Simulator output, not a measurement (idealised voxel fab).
process module | voxel trench capacitor
cross-section cut | 160 nm wide | cells 5 nm
A cross-section is a grid of square cells, given in bands from the top down. A band is one or more rows of cells.
Each band's line starts with the height of the band's top and of its bottom, in nm. Then come its materials from left to right, each with its width in nm. One material with "throughout" fills the band from edge to edge. "air" is empty space.
Height 0 is the level under which the wafer as received is all one material. The lowest band goes on downwards, as in "0 down".
A width such as "30 to 40" changes by the same amount from each row of cells to the next, from the band's top row to its bottom row.
"no change" after a step means that no cell of the cross-section changed.
closed voids: empty space of 8 cells or more with no open way to the top, each as width x height at its distance from the left edge, in nm
after a step's settings: what the simulator itself notes on the step
overlay nm, on a step with a mask: how far to the right of its planned place the mask lay; to the left if negative
plan
1 op RECEIVE | material Si
2 op CONFORMAL_DEP | material SiN | thk nm 5
3 op PATTERN | tone open | mask id TRENCH | material resist | width nm 25 | pitch nm 40 | thk nm 15 | overlay nm 0
4 op DIRECTIONAL_ETCH | etch materials SiN | depth nm 5
5 op DIRECTIONAL_ETCH | etch materials Si | depth nm 25
6 op STRIP | etch materials resist
7 op CONFORMAL_DEP | material Al2O3 | thk nm 5
8 op CONFORMAL_DEP | material TiN | thk nm 5
9 op FILL_DEP | material W | thk nm 5
10 op CMP | height nm 5
varied across the wafers: thk nm of step 8. The plan shows the first wafer's value. All wafers start alike
first wafer as received, after step 1
  0 down: Si throughout
  closed voids: none
each wafer at the end: cells of each material gained (+) or lost (-) since it was received, then its closed voids
thk nm 5 | +30 Al2O3 | -50 Si | +22 SiN | +22 TiN | +8 W | closed voids: none
thk nm 10 | +30 Al2O3 | -50 Si | +22 SiN | +30 TiN | closed voids: none
thk nm 15 | +30 Al2O3 | -50 Si | +22 SiN | +30 TiN | closed voids: none
thk nm 20 | +30 Al2O3 | -50 Si | +22 SiN | +30 TiN | closed voids: none
